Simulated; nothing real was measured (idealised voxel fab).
Process module under the name voxel plated lines
For reference, the cross-section in this document is cut, with width 225 nm and square cells of 5 nm.
Each cross-section below is a grid of square cells, stated as bands in top-down order, with one or more rows of cells making up each band.
Basically the band line says how high the top is and how high the bottom is, in nm, and then what's in it from left to right, every material with its width in nm. Empty space shows up as "air", and if a single material carries "everywhere" it runs the full band edge to edge.
All heights in this document are referenced to 0, defined as the level beneath which the wafer, as received, consists entirely of one material. The lowest band is not bounded below; it extends indefinitely downward and is written in the form "from 0 down".
Width: "30 to 40" (first number = top row, second number = bottom row, same change from row to row of cells).
Where a step carries "no change occurred", the cross-section came out of it unchanged, cell for cell.
Any empty space of 8 cells or more lacking an open way to the top shows up in "Unvented cavities" as width x height at distance, distance from the left edge, in nm.
On each step's line, the part that comes after the settings is the simulator's own comment on the step.
A step line may carry the setting "overlay nm", which, for steps involving a mask, states the distance by which the mask lay to the right of its intended position; negative values denote displacement to the left.

Intended process steps:
1) RECEIVE: material Si
2) CONFORMAL_DEP: material SiO2, thk nm 10
3) DIRECTIONAL_DEP: material TiN, thk nm 5
4) PATTERN: tone open, mask id LINES, material resist, width nm 15, pitch nm 35, thk nm 20, overlay nm 0
5) EPI: material Ru, thk nm 5
6) STRIP: etch materials resist
7) DIRECTIONAL_ETCH: etch materials TiN, depth nm 5
8) CONFORMAL_DEP: material SiO2, thk nm 10

Wafer as received: cross-section following step 1:
    from 0 down | Si everywhere
    Unvented cavities: none

Cross-sectional result after module completion. Note: starting condition and plan are unchanged from above; one processing mistake was made:
    from 25 to 5 | SiO2 everywhere
    from 5 to 0 | TiN everywhere
    from 0 down | Si everywhere
    Unvented cavities: none
What broke from the plan during processing? the run placed steps 2 and 3 each in the position the plan gave to the other
